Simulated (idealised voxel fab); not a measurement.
Process module, titled voxel transistor to metal
The cross-section shown here is cut; it is 210 nm wide and divided into square cells measuring 5 nm on a side.
Bands, listed from the top down, are how a cross-section gets written in this document; the cross-section itself is a grid of square cells, and a band is one or more rows of them. In this notation a band is specified by the heights of its top and bottom, in that order and in nm, after which its materials appear from left to right, each paired with its width in nm. The word "everywhere" attached to a single material means that material fills the band from edge to edge; the word "blank" stands for empty space. Basically, 0 is our baseline, since under it the wafer straight out of the box is all one material. The bottom band has no lower end and keeps on going down, so it looks like "0 and below". The expression "30->40" gives the width at the extremes of the band, the first number at its top row of cells and the second at its bottom row, with the width changing by equal amounts from each row to the next in between. Key: "same as before" - step with no changed cell in the cross-section. "Fully enclosed voids" lists enclosed empty spaces (at least 8 cells, no open path upward to the top), each as width x height at distance from the left edge, in nm. On a step's line, text after the settings is the simulator commenting on that step. "overlay nm" answers the question of how far to the right of plan the mask lay on a step that has a mask, and when it is negative the answer is to the left.

Listed below are the process steps as planned:
| 1 | RECEIVE | material Si |
| 2 | OXIDIZE | depth nm 5 |
| 3 | CONFORMAL_DEP | material SiN | thk nm 10 |
| 4 | DIRECTIONAL_DEP | material aC | thk nm 10 |
| 5 | PATTERN | tone cover | mask id ACTIVE | material resist | width nm 120 | thk nm 25 | overlay nm -15 |
| 6 | DIRECTIONAL_ETCH | etch materials aC | depth nm 10 |
| 7 | STRIP | etch materials resist |
| 8 | DIRECTIONAL_ETCH | etch materials SiN | depth nm 10 |
| 9 | DIRECTIONAL_ETCH | etch materials SiO2 | depth nm 5 |
| 10 | DIRECTIONAL_ETCH | etch materials Si | depth nm 30 |
| 11 | STRIP | etch materials aC |
| 12 | OXIDIZE | depth nm 5 |
| 13 | FILL_DEP | material SiO2 | thk nm 5 |
| 14 | CMP | height nm 10 |
| 15 | SELECTIVE_ETCH | etch materials SiO2 | depth nm 5 |
| 16 | STRIP | etch materials SiN |
| 17 | SELECTIVE_ETCH | etch materials SiO2 | depth nm 5 |
| 18 | OXIDIZE | depth nm 5 |
| 19 | DIRECTIONAL_DEP | material polySi | thk nm 20 |
| 20 | DIRECTIONAL_DEP | material SiCN | thk nm 10 |
| 21 | DIRECTIONAL_DEP | material aC | thk nm 10 |
| 22 | PATTERN | tone cover | mask id GATE | material resist | width nm 30 | thk nm 30 | overlay nm 0 |
| 23 | DIRECTIONAL_ETCH | etch materials aC | depth nm 10 |
| 24 | STRIP | etch materials resist |
| 25 | DIRECTIONAL_ETCH | etch materials SiCN | depth nm 20 |
| 26 | DIRECTIONAL_ETCH | etch materials polySi | depth nm 30 |
| 27 | STRIP | etch materials aC |
| 28 | CONFORMAL_DEP | material SiO2 | thk nm 5 |
| 29 | DIRECTIONAL_ETCH | etch materials SiO2 | depth nm 5 |
| 30 | CONFORMAL_DEP | material SiN | thk nm 10 |
| 31 | DIRECTIONAL_ETCH | etch materials SiN | depth nm 10 |
| 32 | DIRECTIONAL_ETCH | etch materials SiO2 | depth nm 5 |
| 33 | DIRECTIONAL_ETCH | etch materials Si | depth nm 5 |
| 34 | EPI | material pSi | thk nm 10 |
| 35 | FILL_DEP | material SiO2 | thk nm 10 |
| 36 | CMP | height nm 15 |
| 37 | STRIP | etch materials polySi |
| 38 | SELECTIVE_ETCH | etch materials SiO2 | depth nm 5 |
| 39 | CONFORMAL_DEP | material HfO2 | thk nm 5 |
| 40 | CONFORMAL_DEP | material TiN | thk nm 5 |
| 41 | FILL_DEP | material W | thk nm 10 |
| 42 | CMP | height nm 10 |
| 43 | DIRECTIONAL_DEP | material SiO2 | thk nm 15 |
| 44 | DIRECTIONAL_DEP | material aC | thk nm 15 |
| 45 | PATTERN | tone open | mask id CONTACT | material resist | width nm 15 | pitch nm 85 | thk nm 35 | overlay nm 0 |
| 46 | DIRECTIONAL_ETCH | etch materials aC | depth nm 15 |
| 47 | STRIP | etch materials resist |
| 48 | DIRECTIONAL_ETCH | etch materials SiO2 | depth nm 25 |
| 49 | STRIP | etch materials aC |
| 50 | CONFORMAL_DEP | material TiN | thk nm 5 |
| 51 | FILL_DEP | material W | thk nm 10 |
| 52 | CMP | height nm 25 |
| 53 | CONFORMAL_DEP | material SiN | thk nm 5 |
| 54 | DIRECTIONAL_DEP | material SiO2 | thk nm 20 |
| 55 | MASKED_ETCH | tone open | mask id METAL_1 | width nm 15 | pitch nm 85 | etch materials SiO2 | depth nm 20 | overlay nm 0 |
| 56 | MASKED_ETCH | tone open | mask id METAL_1 | width nm 15 | pitch nm 85 | etch materials SiN | depth nm 5 | overlay nm 0 |
| 57 | CONFORMAL_DEP | material TiN | thk nm 5 |
| 58 | FILL_DEP | material Cu | thk nm 10 |
| 59 | CMP | height nm 50 |
| 60 | CONFORMAL_DEP | material SiCN | thk nm 5 |
| 61 | DIRECTIONAL_DEP | material SiO2 | thk nm 25 |
| 62 | DIRECTIONAL_DEP | material aC | thk nm 10 |
| 63 | PATTERN | tone open | mask id METAL_2 | material resist | width nm 15 | pitch nm 85 | thk nm 30 | overlay nm 0 |
| 64 | DIRECTIONAL_ETCH | etch materials aC | depth nm 10 |
| 65 | STRIP | etch materials resist |
| 66 | DIRECTIONAL_ETCH | etch materials SiO2 | depth nm 15 |
| 67 | STRIP | etch materials aC |
| 68 | PATTERN | tone open | mask id METAL_2_HOLES | material resist | width nm 15 | pitch nm 85 | thk nm 15 | overlay nm 0 |
| 69 | DIRECTIONAL_ETCH | etch materials SiO2 | depth nm 10 |
| 70 | DIRECTIONAL_ETCH | etch materials SiCN | depth nm 5 |
| 71 | STRIP | etch materials resist |
| 72 | CONFORMAL_DEP | material TiN | thk nm 5 |
| 73 | FILL_DEP | material Cu | thk nm 5 |
| 74 | CMP | height nm 80 |
| 75 | CONFORMAL_DEP | material SiN | thk nm 5 |
Keep in mind the plan's value for the overlay nm of step 5 comes from the first wafer; the wafers don't share that setting, but they do share the same starting point.

The first of several wafers in cross-section, exactly as it reached us after step 1:
	0 and below | Si everywhere
	Fully enclosed voids: none

Post step 75, the closing step of the module: first of several wafers, cross-sectioned:
	85 down to 80 | SiN everywhere
	80 down to 55 | 55 of SiO2  5 of TiN  5 of Cu  5 of TiN  70 of SiO2  5 of TiN  5 of Cu  5 of TiN  55 of SiO2
	55 down to 50 | 55 of SiCN  15 of TiN  70 of SiCN  15 of TiN  55 of SiCN
	50 down to 30 | 55 of SiO2  5 of TiN  5 of Cu  5 of TiN  70 of SiO2  5 of TiN  5 of Cu  5 of TiN  55 of SiO2
	30 down to 25 | 55 of SiN  15 of TiN  70 of SiN  15 of TiN  55 of SiN
	25 down to 10 | 55 of SiO2  5 of TiN  5 of W  5 of TiN  70 of SiO2  5 of TiN  5 of W  5 of TiN  55 of SiO2
	10 down to 5 | 55 of SiO2  5 of TiN  5 of W  5 of TiN  5 of SiO2  10 of SiN  5 of HfO2  5 of TiN  20 of W  5 of TiN  5 of HfO2  10 of SiN  5 of SiO2  5 of TiN  5 of W  5 of TiN  55 of SiO2
	5 down to 0 | 55 of SiO2  15 of TiN  5 of SiO2  10 of SiN  5 of HfO2  5 of TiN  20 of W  5 of TiN  5 of HfO2  10 of SiN  5 of SiO2  15 of TiN  55 of SiO2
	0 down to -5 | 30 of SiO2  10 of SiN  10 of pSi  15 of SiO2  10 of pSi  10 of SiN  5 of HfO2  30 of TiN  5 of HfO2  10 of SiN  5 of pSi  10 of SiN  60 of SiO2
	-5 down to -10 | 40 of SiO2  35 of pSi  10 of SiO2  40 of HfO2  10 of SiO2  5 of pSi  70 of SiO2
	-10 down to -15 | 35 of SiO2  5 of Si  35 of pSi  60 of Si  5 of pSi  5 of Si  65 of SiO2
	-15 down to -40 | 35 of SiO2  110 of Si  65 of SiO2
	-40 and below | Si everywhere
	Fully enclosed voids: none

Of the several wafers, the last: cross-section at the end of the module:
	85 down to 80 | SiN everywhere
	80 down to 55 | 55 of SiO2  5 of TiN  5 of Cu  5 of TiN  70 of SiO2  5 of TiN  5 of Cu  5 of TiN  55 of SiO2
	55 down to 50 | 55 of SiCN  15 of TiN  70 of SiCN  15 of TiN  55 of SiCN
	50 down to 30 | 55 of SiO2  5 of TiN  5 of Cu  5 of TiN  70 of SiO2  5 of TiN  5 of Cu  5 of TiN  55 of SiO2
	30 down to 25 | 55 of SiN  15 of TiN  70 of SiN  15 of TiN  55 of SiN
	25 down to 10 | 55 of SiO2  5 of TiN  5 of W  5 of TiN  70 of SiO2  5 of TiN  5 of W  5 of TiN  55 of SiO2
	10 down to 5 | 55 of SiO2  5 of TiN  5 of W  5 of TiN  5 of SiO2  10 of SiN  5 of HfO2  5 of TiN  20 of W  5 of TiN  5 of HfO2  10 of SiN  5 of SiO2  5 of TiN  5 of W  5 of TiN  55 of SiO2
	5 down to 0 | 55 of SiO2  15 of TiN  5 of SiO2  10 of SiN  5 of HfO2  5 of TiN  20 of W  5 of TiN  5 of HfO2  10 of SiN  5 of SiO2  15 of TiN  55 of SiO2
	0 down to -5 | 60 of SiO2  10 of SiN  5 of pSi  10 of SiN  5 of HfO2  30 of TiN  5 of HfO2  10 of SiN  10 of pSi  15 of SiO2  10 of pSi  10 of SiN  30 of SiO2
	-5 down to -10 | 70 of SiO2  5 of pSi  10 of SiO2  40 of HfO2  10 of SiO2  35 of pSi  40 of SiO2
	-10 down to -15 | 65 of SiO2  5 of Si  5 of pSi  60 of Si  35 of pSi  5 of Si  35 of SiO2
	-15 down to -40 | 65 of SiO2  110 of Si  35 of SiO2
	-40 and below | Si everywhere
	Fully enclosed voids: none

So in this table every wafer gets its own row, and what you see is where it stands at the end of the module: for each material, how many cells it picked up (+) or gave up (-) since we received it, and after that its closed voids:
overlay nm -15 | +18 Cu | +14 HfO2 | -212 Si | +36 SiCN | +94 SiN | +647 SiO2 | +80 TiN | +16 W | +21 pSi | Fully enclosed voids: none
overlay nm -10 | +18 Cu | +14 HfO2 | -212 Si | +36 SiCN | +94 SiN | +646 SiO2 | +80 TiN | +16 W | +22 pSi | Fully enclosed voids: none
overlay nm -5 | +18 Cu | +14 HfO2 | -212 Si | +36 SiCN | +94 SiN | +645 SiO2 | +80 TiN | +16 W | +23 pSi | Fully enclosed voids: none
overlay nm 0 | +18 Cu | +14 HfO2 | -212 Si | +36 SiCN | +94 SiN | +644 SiO2 | +80 TiN | +16 W | +24 pSi | Fully enclosed voids: none
overlay nm 5 | +18 Cu | +14 HfO2 | -212 Si | +36 SiCN | +94 SiN | +645 SiO2 | +80 TiN | +16 W | +23 pSi | Fully enclosed voids: none
overlay nm 10 | +18 Cu | +14 HfO2 | -212 Si | +36 SiCN | +94 SiN | +646 SiO2 | +80 TiN | +16 W | +22 pSi | Fully enclosed voids: none
overlay nm 15 | +18 Cu | +14 HfO2 | -212 Si | +36 SiCN | +94 SiN | +647 SiO2 | +80 TiN | +16 W | +21 pSi | Fully enclosed voids: none
